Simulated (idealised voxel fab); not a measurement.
Title: Process Module voxel self aligned contacts
Displayed cross-section: cut, width of 215 nm, square cells sized 5 nm.
In what follows, cross-sections appear as grids of square cells, described through bands that run from the top down, where every band is one or more rows of cells.
Read a band's entry like this: the first values are the height of its top and the height of its bottom in nm, and what follows is the sequence of materials from left to right, each with its width in nm. Note that "empty" is empty space, and that a single material marked "throughout" reaches across the band from edge to edge.
Height datum 0, below which the as-received substrate wafer is one material. Lowest band open at the bottom, running downward: "0 and below".
A width such as "30->40" changes by the same amount from each row of cells to the next, from the band's top row to its bottom row.
"everything unchanged" (step): cross-section cells unchanged, all of them.
Each empty space that has no open way to the top and spans at least 8 cells appears under "Closed void table" as width x height at distance, the distance counted from the left edge, all in nm.
It should be noted that, on the line of a given step, the content following the step's settings is a remark produced by the simulator itself with respect to that step.
A step's line can hold "overlay nm"; with a mask on that step, the setting says how far right of the planned place the mask lay, while a negative setting says it lay to the left.

The steps planned for the process are as follows
| 1 | RECEIVE, material Si |
| 2 | CONFORMAL_DEP, material SiO2, thk nm 5 |
| 3 | DIRECTIONAL_DEP, material polySi, thk nm 20 |
| 4 | DIRECTIONAL_DEP, material SiN, thk nm 25 |
| 5 | PATTERN, tone cover, mask id GATE, material resist, width nm 35, pitch nm 75, thk nm 15, overlay nm 0 |
| 6 | DIRECTIONAL_ETCH, etch materials SiN, depth nm 25 |
| 7 | DIRECTIONAL_ETCH, etch materials polySi, depth nm 20 |
| 8 | STRIP, etch materials resist |
| 9 | CONFORMAL_DEP, material SiN, thk nm 10 |
| 10 | DIRECTIONAL_ETCH, etch materials SiN, depth nm 10 |
| 11 | FILL_DEP, material SiO2, thk nm 20 |
| 12 | CMP, height nm 60 |
| 13 | DIRECTIONAL_DEP, material aC, thk nm 10 |
| 14 | PATTERN, tone open, mask id CONTACT, material resist, width nm 50, pitch nm 75, thk nm 25, overlay nm 0 |
| 15 | DIRECTIONAL_ETCH, etch materials aC, depth nm 10 |
| 16 | STRIP, etch materials resist |
| 17 | DIRECTIONAL_ETCH, etch materials SiO2, depth nm 60 |
| 18 | STRIP, etch materials aC |
| 19 | CONFORMAL_DEP, material TiN, thk nm 5 |
| 20 | FILL_DEP, material Ru, thk nm 10 |
| 21 | CMP, height nm 60 |
| 22 | CONFORMAL_DEP, material SiCN, thk nm 5 |
Keep in mind the plan's value for the thk nm of step 22 comes from the first wafer; the wafers don't share that setting, but they do share the same starting point.

The first of several wafers in cross-section, exactly as it reached us after step 1
	0 and below | Si throughout
	Closed void table: none

Cross-section of the first of several wafers, taken after step 22, where the module ends
	65 down to 60 | SiCN throughout
	60 down to 50 | SiO2: 45; TiN: 5->20; Ru: 40->10; TiN: 5->20; SiO2: 25; TiN: 5->20; Ru: 40->10; TiN: 5->20; SiO2: 45
	50 down to 25 | SiO2: 5; SiN: 55; TiN: 5; Ru: 10; TiN: 5; SiN: 55; TiN: 5; Ru: 10; TiN: 5; SiN: 55; SiO2: 5
	25 down to 5 | SiO2: 5; SiN: 10; polySi: 35; SiN: 10; TiN: 5; Ru: 10; TiN: 5; SiN: 10; polySi: 35; SiN: 10; TiN: 5; Ru: 10; TiN: 5; SiN: 10; polySi: 35; SiN: 10; SiO2: 5
	5 down to 0 | SiO2: 60; TiN: 20; SiO2: 55; TiN: 20; SiO2: 60
	0 and below | Si throughout
	Closed void table: none

Last wafer, end of module, cross-section
	80 down to 60 | SiCN throughout
	60 down to 50 | SiO2: 45; TiN: 5->20; Ru: 40->10; TiN: 5->20; SiO2: 25; TiN: 5->20; Ru: 40->10; TiN: 5->20; SiO2: 45
	50 down to 25 | SiO2: 5; SiN: 55; TiN: 5; Ru: 10; TiN: 5; SiN: 55; TiN: 5; Ru: 10; TiN: 5; SiN: 55; SiO2: 5
	25 down to 5 | SiO2: 5; SiN: 10; polySi: 35; SiN: 10; TiN: 5; Ru: 10; TiN: 5; SiN: 10; polySi: 35; SiN: 10; TiN: 5; Ru: 10; TiN: 5; SiN: 10; polySi: 35; SiN: 10; SiO2: 5
	5 down to 0 | SiO2: 60; TiN: 20; SiO2: 55; TiN: 20; SiO2: 60
	0 and below | Si throughout
	Closed void table: none

What follows is a table in which each wafer occupies a row; for the wafer as it stands at the close of the module, the row states, material by material, how many cells have been gained (+) or lost (-) since receipt, and then gives its closed voids
thk nm 5 | +56 Ru | +43 SiCN | +213 SiN | +99 SiO2 | +64 TiN | +84 polySi | Closed void table: none
thk nm 10 | +56 Ru | +86 SiCN | +213 SiN | +99 SiO2 | +64 TiN | +84 polySi | Closed void table: none
thk nm 15 | +56 Ru | +129 SiCN | +213 SiN | +99 SiO2 | +64 TiN | +84 polySi | Closed void table: none
thk nm 20 | +56 Ru | +172 SiCN | +213 SiN | +99 SiO2 | +64 TiN | +84 polySi | Closed void table: none
